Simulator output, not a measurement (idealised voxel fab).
The process module presented herein is designated voxel wiring stack.
For reference, the cross-section in this document is cut, with width 255 nm and square cells of 5 nm.
Bands, listed from the top down, are how a cross-section gets written in this document; the cross-section itself is a grid of square cells, and a band is one or more rows of them. Band: top and bottom heights (nm) first, top before bottom; then materials from left to right, widths in nm. "everywhere" marks a sole material filling the band edge to edge. "air" denotes empty space. Heights from 0 (as-received wafer is one material below). Bottom band endless downward, as "from 0 down". Note: "30 to 40" means the width goes from the first number (top row of the band) to the second number (bottom row) in equal steps per row of cells. "no alterations made" means the step left every cell of the cross-section as it was. Reported under the label "Closed void catalog" are the empty spaces having no open way to the top and comprising 8 cells or more; the notation for each is width x height at distance, in which the distance is measured from the left edge and all three values are in nm. Where a step's line continues beyond its settings, the continuation is a remark by the simulator itself on that step. Regarding "overlay nm": on a step with a mask, it is the distance the mask lay to the right of its planned place; a negative value places it to the left.
This section lists the process steps that were planned
- 1: RECEIVE, material Si
- 2: CONFORMAL_DEP, material SiO2, thk nm 10
- 3: DIRECTIONAL_DEP, material TiN, thk nm 5
- 4: DIRECTIONAL_DEP, material Ru, thk nm 25
- 5: PATTERN, tone cover, mask id METAL_1, material resist, width nm 25, pitch nm 45, thk nm 20, overlay nm 0
- 6: DIRECTIONAL_ETCH, etch materials Ru, depth nm 25
- 7: DIRECTIONAL_ETCH, etch materials TiN, depth nm 5
- 8: STRIP, etch materials resist
- 9: CONFORMAL_DEP, material SiN, thk nm 5
- 10: FILL_DEP, material lowk, thk nm 5
- 11: CMP, height nm 40
- 12: CONFORMAL_DEP, material SiCN, thk nm 5
- 13: DIRECTIONAL_DEP, material lowk, thk nm 25
- 14: PATTERN, tone open, mask id METAL_2, material resist, width nm 25, pitch nm 45, thk nm 20, overlay nm 0
- 15: DIRECTIONAL_ETCH, etch materials lowk, depth nm 15
- 16: STRIP, etch materials resist
- 17: PATTERN, tone open, mask id METAL_2_HOLES, material resist, width nm 15, pitch nm 45, thk nm 20, overlay nm 0
- 18: DIRECTIONAL_ETCH, etch materials lowk, depth nm 10
- 19: DIRECTIONAL_ETCH, etch materials SiCN, depth nm 5
- 20: STRIP, etch materials resist
- 21: CONFORMAL_DEP, material TiN, thk nm 5
- 22: FILL_DEP, material Cu, thk nm 5
- 23: CMP, height nm 70
- 24: CONFORMAL_DEP, material SiN, thk nm 5
The first of two wafers, run as planned
As-received wafer cross-section (after step 1)
	from 0 down: Si everywhere
	Closed void catalog: none
Upon completion of step 2, the wafer appears in cross-section as shown
	from 10 to 0: SiO2 everywhere
	Below a height of 0, the structure has not been altered.
Upon completion of step 3, the wafer appears in cross-section as shown
	from 15 to 10: TiN everywhere
	Below a height of 10, the structure has not been altered.
Upon completion of step 4, the wafer appears in cross-section as shown
	from 40 to 15: Ru everywhere
	Below a height of 15, the structure has not been altered.
Upon completion of step 5, the wafer appears in cross-section as shown
	from 60 to 40: 45 of air, then 25 of resist, then 20 of air, then 25 of resist, then 20 of air, then 25 of resist, then 20 of air, then 25 of resist, then 50 of air
	Below a height of 40, the structure has not been altered.
Upon completion of step 6, the wafer appears in cross-section as shown
	from 60 to 40: 45 of air, then 25 of resist, then 20 of air, then 25 of resist, then 20 of air, then 25 of resist, then 20 of air, then 25 of resist, then 50 of air
	from 40 to 15: 45 of air, then 25 of Ru, then 20 of air, then 25 of Ru, then 20 of air, then 25 of Ru, then 20 of air, then 25 of Ru, then 50 of air
	Below a height of 15, the structure has not been altered.
Upon completion of step 7, the wafer appears in cross-section as shown
	from 60 to 40: 45 of air, then 25 of resist, then 20 of air, then 25 of resist, then 20 of air, then 25 of resist, then 20 of air, then 25 of resist, then 50 of air
	from 40 to 15: 45 of air, then 25 of Ru, then 20 of air, then 25 of Ru, then 20 of air, then 25 of Ru, then 20 of air, then 25 of Ru, then 50 of air
	from 15 to 10: 45 of air, then 25 of TiN, then 20 of air, then 25 of TiN, then 20 of air, then 25 of TiN, then 20 of air, then 25 of TiN, then 50 of air
	Below a height of 10, the structure has not been altered.
Upon completion of step 8, the wafer appears in cross-section as shown
	from 40 to 15: 45 of air, then 25 of Ru, then 20 of air, then 25 of Ru, then 20 of air, then 25 of Ru, then 20 of air, then 25 of Ru, then 50 of air
	Below a height of 15, the structure has not been altered.
Upon completion of step 9, the wafer appears in cross-section as shown
	from 45 to 40: 40 of air, then 35 of SiN, then 10 of air, then 35 of SiN, then 10 of air, then 35 of SiN, then 10 of air, then 35 of SiN, then 45 of air
	from 40 to 15: 40 of air, then 5 of SiN, then 25 of Ru, then 5 of SiN, then 10 of air, then 5 of SiN, then 25 of Ru, then 5 of SiN, then 10 of air, then 5 of SiN, then 25 of Ru, then 5 of SiN, then 10 of air, then 5 of SiN, then 25 of Ru, then 5 of SiN, then 45 of air
	from 15 to 10: 45 of SiN, then 25 of TiN, then 20 of SiN, then 25 of TiN, then 20 of SiN, then 25 of TiN, then 20 of SiN, then 25 of TiN, then 50 of SiN
	Below a height of 10, the structure has not been altered.
Upon completion of step 10, the wafer appears in cross-section as shown
	from 50 to 45: lowk everywhere
	from 45 to 40: 40 of lowk, then 35 of SiN, then 10 of lowk, then 35 of SiN, then 10 of lowk, then 35 of SiN, then 10 of lowk, then 35 of SiN, then 45 of lowk
	from 40 to 15: 40 of lowk, then 5 of SiN, then 25 of Ru, then 5 of SiN, then 10 of lowk, then 5 of SiN, then 25 of Ru, then 5 of SiN, then 10 of lowk, then 5 of SiN, then 25 of Ru, then 5 of SiN, then 10 of lowk, then 5 of SiN, then 25 of Ru, then 5 of SiN, then 45 of lowk
	Below a height of 15, the structure has not been altered.
Upon completion of step 11, the wafer appears in cross-section as shown
	from 40 to 15: 40 of lowk, then 5 of SiN, then 25 of Ru, then 5 of SiN, then 10 of lowk, then 5 of SiN, then 25 of Ru, then 5 of SiN, then 10 of lowk, then 5 of SiN, then 25 of Ru, then 5 of SiN, then 10 of lowk, then 5 of SiN, then 25 of Ru, then 5 of SiN, then 45 of lowk
	Below a height of 15, the structure has not been altered.
Upon completion of step 12, the wafer appears in cross-section as shown
	from 45 to 40: SiCN everywhere
	Below a height of 40, the structure has not been altered.
Upon completion of step 13, the wafer appears in cross-section as shown
	from 70 to 45: lowk everywhere
	Below a height of 45, the structure has not been altered.
Upon completion of step 14, the wafer appears in cross-section as shown
	from 90 to 70: 45 of resist, then 25 of air, then 20 of resist, then 25 of air, then 20 of resist, then 25 of air, then 20 of resist, then 25 of air, then 50 of resist
	Below a height of 70, the structure has not been altered.
Upon completion of step 15, the wafer appears in cross-section as shown
	from 90 to 70: 45 of resist, then 25 of air, then 20 of resist, then 25 of air, then 20 of resist, then 25 of air, then 20 of resist, then 25 of air, then 50 of resist
	from 70 to 55: 45 of lowk, then 25 of air, then 20 of lowk, then 25 of air, then 20 of lowk, then 25 of air, then 20 of lowk, then 25 of air, then 50 of lowk
	Below a height of 55, the structure has not been altered.
Upon completion of step 16, the wafer appears in cross-section as shown
	from 70 to 55: 45 of lowk, then 25 of air, then 20 of lowk, then 25 of air, then 20 of lowk, then 25 of air, then 20 of lowk, then 25 of air, then 50 of lowk
	Below a height of 55, the structure has not been altered.
Upon completion of step 17, the wafer appears in cross-section as shown
	from 90 to 70: 45 of resist, then 15 of air, then 30 of resist, then 15 of air, then 30 of resist, then 15 of air, then 30 of resist, then 15 of air, then 60 of resist
	from 70 to 55: 45 of lowk, then 15 of air, then 10 of resist, then 20 of lowk, then 15 of air, then 10 of resist, then 20 of lowk, then 15 of air, then 10 of resist, then 20 of lowk, then 15 of air, then 10 of resist, then 50 of lowk
	Below a height of 55, the structure has not been altered.
Upon completion of step 18, the wafer appears in cross-section as shown
	from 90 to 70: 45 of resist, then 15 of air, then 30 of resist, then 15 of air, then 30 of resist, then 15 of air, then 30 of resist, then 15 of air, then 60 of resist
	from 70 to 55: 45 of lowk, then 15 of air, then 10 of resist, then 20 of lowk, then 15 of air, then 10 of resist, then 20 of lowk, then 15 of air, then 10 of resist, then 20 of lowk, then 15 of air, then 10 of resist, then 50 of lowk
	from 55 to 45: 45 of lowk, then 15 of air, then 30 of lowk, then 15 of air, then 30 of lowk, then 15 of air, then 30 of lowk, then 15 of air, then 60 of lowk
	Below a height of 45, the structure has not been altered.
Upon completion of step 19, the wafer appears in cross-section as shown
	from 90 to 70: 45 of resist, then 15 of air, then 30 of resist, then 15 of air, then 30 of resist, then 15 of air, then 30 of resist, then 15 of air, then 60 of resist
	from 70 to 55: 45 of lowk, then 15 of air, then 10 of resist, then 20 of lowk, then 15 of air, then 10 of resist, then 20 of lowk, then 15 of air, then 10 of resist, then 20 of lowk, then 15 of air, then 10 of resist, then 50 of lowk
	from 55 to 45: 45 of lowk, then 15 of air, then 30 of lowk, then 15 of air, then 30 of lowk, then 15 of air, then 30 of lowk, then 15 of air, then 60 of lowk
	from 45 to 40: 45 of SiCN, then 15 of air, then 30 of SiCN, then 15 of air, then 30 of SiCN, then 15 of air, then 30 of SiCN, then 15 of air, then 60 of SiCN
	Below a height of 40, the structure has not been altered.
Upon completion of step 20, the wafer appears in cross-section as shown
	from 70 to 55: 45 of lowk, then 25 of air, then 20 of lowk, then 25 of air, then 20 of lowk, then 25 of air, then 20 of lowk, then 25 of air, then 50 of lowk
	Below a height of 55, the structure has not been altered.
Upon completion of step 21, the wafer appears in cross-section as shown
	from 75 to 70: 50 of TiN, then 15 of air, then 30 of TiN, then 15 of air, then 30 of TiN, then 15 of air, then 30 of TiN, then 15 of air, then 55 of TiN
	from 70 to 60: 45 of lowk, then 5 of TiN, then 15 of air, then 5 of TiN, then 20 of lowk, then 5 of TiN, then 15 of air, then 5 of TiN, then 20 of lowk, then 5 of TiN, then 15 of air, then 5 of TiN, then 20 of lowk, then 5 of TiN, then 15 of air, then 5 of TiN, then 50 of lowk
	from 60 to 55: 45 of lowk, then 5 of TiN, then 5 of air, then 15 of TiN, then 20 of lowk, then 5 of TiN, then 5 of air, then 15 of TiN, then 20 of lowk, then 5 of TiN, then 5 of air, then 15 of TiN, then 20 of lowk, then 5 of TiN, then 5 of air, then 15 of TiN, then 50 of lowk
	from 55 to 45: 45 of lowk, then 5 of TiN, then 5 of air, then 5 of TiN, then 30 of lowk, then 5 of TiN, then 5 of air, then 5 of TiN, then 30 of lowk, then 5 of TiN, then 5 of air, then 5 of TiN, then 30 of lowk, then 5 of TiN, then 5 of air, then 5 of TiN, then 60 of lowk
	from 45 to 40: 45 of SiCN, then 15 of TiN, then 30 of SiCN, then 15 of TiN, then 30 of SiCN, then 15 of TiN, then 30 of SiCN, then 15 of TiN, then 60 of SiCN
	Below a height of 40, the structure has not been altered.
Upon completion of step 22, the wafer appears in cross-section as shown
	from 80 to 75: Cu everywhere
	from 75 to 70: 50 of TiN, then 15 of Cu, then 30 of TiN, then 15 of Cu, then 30 of TiN, then 15 of Cu, then 30 of TiN, then 15 of Cu, then 55 of TiN
	from 70 to 60: 45 of lowk, then 5 of TiN, then 15 of Cu, then 5 of TiN, then 20 of lowk, then 5 of TiN, then 15 of Cu, then 5 of TiN, then 20 of lowk, then 5 of TiN, then 15 of Cu, then 5 of TiN, then 20 of lowk, then 5 of TiN, then 15 of Cu, then 5 of TiN, then 50 of lowk
	from 60 to 55: 45 of lowk, then 5 of TiN, then 5 of Cu, then 15 of TiN, then 20 of lowk, then 5 of TiN, then 5 of Cu, then 15 of TiN, then 20 of lowk, then 5 of TiN, then 5 of Cu, then 15 of TiN, then 20 of lowk, then 5 of TiN, then 5 of Cu, then 15 of TiN, then 50 of lowk
	from 55 to 45: 45 of lowk, then 5 of TiN, then 5 of Cu, then 5 of TiN, then 30 of lowk, then 5 of TiN, then 5 of Cu, then 5 of TiN, then 30 of lowk, then 5 of TiN, then 5 of Cu, then 5 of TiN, then 30 of lowk, then 5 of TiN, then 5 of Cu, then 5 of TiN, then 60 of lowk
	Below a height of 45, the structure has not been altered.
Upon completion of step 23, the wafer appears in cross-section as shown
	from 70 to 60: 45 of lowk, then 5 of TiN, then 15 of Cu, then 5 of TiN, then 20 of lowk, then 5 of TiN, then 15 of Cu, then 5 of TiN, then 20 of lowk, then 5 of TiN, then 15 of Cu, then 5 of TiN, then 20 of lowk, then 5 of TiN, then 15 of Cu, then 5 of TiN, then 50 of lowk
	Below a height of 60, the structure has not been altered.
Upon completion of step 24, the wafer appears in cross-section as shown
	from 75 to 70: SiN everywhere
	Below a height of 70, the structure has not been altered.
Notes, second wafer: start = first wafer's, plan = first wafer's, execution had one mistake; history identical to first through step 4
Cross-section of the second wafer when, according to plan, step 5 should have finished
	from 60 to 40: 50 of air, then 15 of resist, then 30 of air, then 15 of resist, then 30 of air, then 15 of resist, then 30 of air, then 15 of resist, then 55 of air
	Below a height of 40, the structure has not been altered.
Cross-section of the second wafer when, according to plan, step 6 should have finished
	from 60 to 40: 50 of air, then 15 of resist, then 30 of air, then 15 of resist, then 30 of air, then 15 of resist, then 30 of air, then 15 of resist, then 55 of air
	from 40 to 15: 50 of air, then 15 of Ru, then 30 of air, then 15 of Ru, then 30 of air, then 15 of Ru, then 30 of air, then 15 of Ru, then 55 of air
	Below a height of 15, the structure has not been altered.
Cross-section of the second wafer when, according to plan, step 7 should have finished
	from 60 to 40: 50 of air, then 15 of resist, then 30 of air, then 15 of resist, then 30 of air, then 15 of resist, then 30 of air, then 15 of resist, then 55 of air
	from 40 to 15: 50 of air, then 15 of Ru, then 30 of air, then 15 of Ru, then 30 of air, then 15 of Ru, then 30 of air, then 15 of Ru, then 55 of air
	from 15 to 10: 50 of air, then 15 of TiN, then 30 of air, then 15 of TiN, then 30 of air, then 15 of TiN, then 30 of air, then 15 of TiN, then 55 of air
	Below a height of 10, the structure has not been altered.
Cross-section of the second wafer when, according to plan, step 8 should have finished
	from 40 to 15: 50 of air, then 15 of Ru, then 30 of air, then 15 of Ru, then 30 of air, then 15 of Ru, then 30 of air, then 15 of Ru, then 55 of air
	Below a height of 15, the structure has not been altered.
Cross-section of the second wafer when, according to plan, step 9 should have finished
	from 45 to 40: 45 of air, then 25 of SiN, then 20 of air, then 25 of SiN, then 20 of air, then 25 of SiN, then 20 of air, then 25 of SiN, then 50 of air
	from 40 to 15: 45 of air, then 5 of SiN, then 15 of Ru, then 5 of SiN, then 20 of air, then 5 of SiN, then 15 of Ru, then 5 of SiN, then 20 of air, then 5 of SiN, then 15 of Ru, then 5 of SiN, then 20 of air, then 5 of SiN, then 15 of Ru, then 5 of SiN, then 50 of air
	from 15 to 10: 50 of SiN, then 15 of TiN, then 30 of SiN, then 15 of TiN, then 30 of SiN, then 15 of TiN, then 30 of SiN, then 15 of TiN, then 55 of SiN
	Below a height of 10, the structure has not been altered.
Cross-section of the second wafer when, according to plan, step 10 should have finished
	from 50 to 45: lowk everywhere
	from 45 to 40: 45 of lowk, then 25 of SiN, then 20 of lowk, then 25 of SiN, then 20 of lowk, then 25 of SiN, then 20 of lowk, then 25 of SiN, then 50 of lowk
	from 40 to 15: 45 of lowk, then 5 of SiN, then 15 of Ru, then 5 of SiN, then 20 of lowk, then 5 of SiN, then 15 of Ru, then 5 of SiN, then 20 of lowk, then 5 of SiN, then 15 of Ru, then 5 of SiN, then 20 of lowk, then 5 of SiN, then 15 of Ru, then 5 of SiN, then 50 of lowk
	Below a height of 15, the structure has not been altered.
Cross-section of the second wafer when, according to plan, step 11 should have finished
	from 40 to 15: 45 of lowk, then 5 of SiN, then 15 of Ru, then 5 of SiN, then 20 of lowk, then 5 of SiN, then 15 of Ru, then 5 of SiN, then 20 of lowk, then 5 of SiN, then 15 of Ru, then 5 of SiN, then 20 of lowk, then 5 of SiN, then 15 of Ru, then 5 of SiN, then 50 of lowk
	Below a height of 15, the structure has not been altered.
Cross-section of the second wafer when, according to plan, step 12 should have finished
	from 45 to 40: SiCN everywhere
	Below a height of 40, the structure has not been altered.
Cross-section of the second wafer when, according to plan, step 13 should have finished
	from 70 to 45: lowk everywhere
	Below a height of 45, the structure has not been altered.
Cross-section of the second wafer when, according to plan, step 14 should have finished
	from 90 to 70: 45 of resist, then 25 of air, then 20 of resist, then 25 of air, then 20 of resist, then 25 of air, then 20 of resist, then 25 of air, then 50 of resist
	Below a height of 70, the structure has not been altered.
Cross-section of the second wafer when, according to plan, step 15 should have finished
	from 90 to 70: 45 of resist, then 25 of air, then 20 of resist, then 25 of air, then 20 of resist, then 25 of air, then 20 of resist, then 25 of air, then 50 of resist
	from 70 to 55: 45 of lowk, then 25 of air, then 20 of lowk, then 25 of air, then 20 of lowk, then 25 of air, then 20 of lowk, then 25 of air, then 50 of lowk
	Below a height of 55, the structure has not been altered.
Cross-section of the second wafer when, according to plan, step 16 should have finished
	from 70 to 55: 45 of lowk, then 25 of air, then 20 of lowk, then 25 of air, then 20 of lowk, then 25 of air, then 20 of lowk, then 25 of air, then 50 of lowk
	Below a height of 55, the structure has not been altered.
Cross-section of the second wafer when, according to plan, step 17 should have finished
	from 90 to 70: 45 of resist, then 15 of air, then 30 of resist, then 15 of air, then 30 of resist, then 15 of air, then 30 of resist, then 15 of air, then 60 of resist
	from 70 to 55: 45 of lowk, then 15 of air, then 10 of resist, then 20 of lowk, then 15 of air, then 10 of resist, then 20 of lowk, then 15 of air, then 10 of resist, then 20 of lowk, then 15 of air, then 10 of resist, then 50 of lowk
	Below a height of 55, the structure has not been altered.
Cross-section of the second wafer when, according to plan, step 18 should have finished
	from 90 to 70: 45 of resist, then 15 of air, then 30 of resist, then 15 of air, then 30 of resist, then 15 of air, then 30 of resist, then 15 of air, then 60 of resist
	from 70 to 55: 45 of lowk, then 15 of air, then 10 of resist, then 20 of lowk, then 15 of air, then 10 of resist, then 20 of lowk, then 15 of air, then 10 of resist, then 20 of lowk, then 15 of air, then 10 of resist, then 50 of lowk
	from 55 to 45: 45 of lowk, then 15 of air, then 30 of lowk, then 15 of air, then 30 of lowk, then 15 of air, then 30 of lowk, then 15 of air, then 60 of lowk
	Below a height of 45, the structure has not been altered.
Cross-section of the second wafer when, according to plan, step 19 should have finished
	from 90 to 70: 45 of resist, then 15 of air, then 30 of resist, then 15 of air, then 30 of resist, then 15 of air, then 30 of resist, then 15 of air, then 60 of resist
	from 70 to 55: 45 of lowk, then 15 of air, then 10 of resist, then 20 of lowk, then 15 of air, then 10 of resist, then 20 of lowk, then 15 of air, then 10 of resist, then 20 of lowk, then 15 of air, then 10 of resist, then 50 of lowk
	from 55 to 45: 45 of lowk, then 15 of air, then 30 of lowk, then 15 of air, then 30 of lowk, then 15 of air, then 30 of lowk, then 15 of air, then 60 of lowk
	from 45 to 40: 45 of SiCN, then 15 of air, then 30 of SiCN, then 15 of air, then 30 of SiCN, then 15 of air, then 30 of SiCN, then 15 of air, then 60 of SiCN
	Below a height of 40, the structure has not been altered.
Cross-section of the second wafer when, according to plan, step 20 should have finished
	from 70 to 55: 45 of lowk, then 25 of air, then 20 of lowk, then 25 of air, then 20 of lowk, then 25 of air, then 20 of lowk, then 25 of air, then 50 of lowk
	Below a height of 55, the structure has not been altered.
Cross-section of the second wafer when, according to plan, step 21 should have finished
	from 75 to 70: 50 of TiN, then 15 of air, then 30 of TiN, then 15 of air, then 30 of TiN, then 15 of air, then 30 of TiN, then 15 of air, then 55 of TiN
	from 70 to 60: 45 of lowk, then 5 of TiN, then 15 of air, then 5 of TiN, then 20 of lowk, then 5 of TiN, then 15 of air, then 5 of TiN, then 20 of lowk, then 5 of TiN, then 15 of air, then 5 of TiN, then 20 of lowk, then 5 of TiN, then 15 of air, then 5 of TiN, then 50 of lowk
	from 60 to 55: 45 of lowk, then 5 of TiN, then 5 of air, then 15 of TiN, then 20 of lowk, then 5 of TiN, then 5 of air, then 15 of TiN, then 20 of lowk, then 5 of TiN, then 5 of air, then 15 of TiN, then 20 of lowk, then 5 of TiN, then 5 of air, then 15 of TiN, then 50 of lowk
	from 55 to 45: 45 of lowk, then 5 of TiN, then 5 of air, then 5 of TiN, then 30 of lowk, then 5 of TiN, then 5 of air, then 5 of TiN, then 30 of lowk, then 5 of TiN, then 5 of air, then 5 of TiN, then 30 of lowk, then 5 of TiN, then 5 of air, then 5 of TiN, then 60 of lowk
	from 45 to 40: 45 of SiCN, then 15 of TiN, then 30 of SiCN, then 15 of TiN, then 30 of SiCN, then 15 of TiN, then 30 of SiCN, then 15 of TiN, then 60 of SiCN
	Below a height of 40, the structure has not been altered.
Cross-section of the second wafer when, according to plan, step 22 should have finished
	from 80 to 75: Cu everywhere
	from 75 to 70: 50 of TiN, then 15 of Cu, then 30 of TiN, then 15 of Cu, then 30 of TiN, then 15 of Cu, then 30 of TiN, then 15 of Cu, then 55 of TiN
	from 70 to 60: 45 of lowk, then 5 of TiN, then 15 of Cu, then 5 of TiN, then 20 of lowk, then 5 of TiN, then 15 of Cu, then 5 of TiN, then 20 of lowk, then 5 of TiN, then 15 of Cu, then 5 of TiN, then 20 of lowk, then 5 of TiN, then 15 of Cu, then 5 of TiN, then 50 of lowk
	from 60 to 55: 45 of lowk, then 5 of TiN, then 5 of Cu, then 15 of TiN, then 20 of lowk, then 5 of TiN, then 5 of Cu, then 15 of TiN, then 20 of lowk, then 5 of TiN, then 5 of Cu, then 15 of TiN, then 20 of lowk, then 5 of TiN, then 5 of Cu, then 15 of TiN, then 50 of lowk
	from 55 to 45: 45 of lowk, then 5 of TiN, then 5 of Cu, then 5 of TiN, then 30 of lowk, then 5 of TiN, then 5 of Cu, then 5 of TiN, then 30 of lowk, then 5 of TiN, then 5 of Cu, then 5 of TiN, then 30 of lowk, then 5 of TiN, then 5 of Cu, then 5 of TiN, then 60 of lowk
	Below a height of 45, the structure has not been altered.
Cross-section of the second wafer when, according to plan, step 23 should have finished
	from 70 to 60: 45 of lowk, then 5 of TiN, then 15 of Cu, then 5 of TiN, then 20 of lowk, then 5 of TiN, then 15 of Cu, then 5 of TiN, then 20 of lowk, then 5 of TiN, then 15 of Cu, then 5 of TiN, then 20 of lowk, then 5 of TiN, then 15 of Cu, then 5 of TiN, then 50 of lowk
	Below a height of 60, the structure has not been altered.
Cross-section of the second wafer when, according to plan, step 24 should have finished
	from 75 to 70: SiN everywhere
	Below a height of 70, the structure has not been altered.
What was done differently from what was planned? it should be noted that step 5 was executed with settings other than those planned, the operation and settings actually applied being PATTERN, tone cover, mask id METAL_1, material resist, width nm 15, pitch nm 45, thk nm 20, overlay nm 0
Final difference in cells, second wafer against first, listed per material as more or fewer: Ru -40; SiN +8; TiN -8; lowk +40
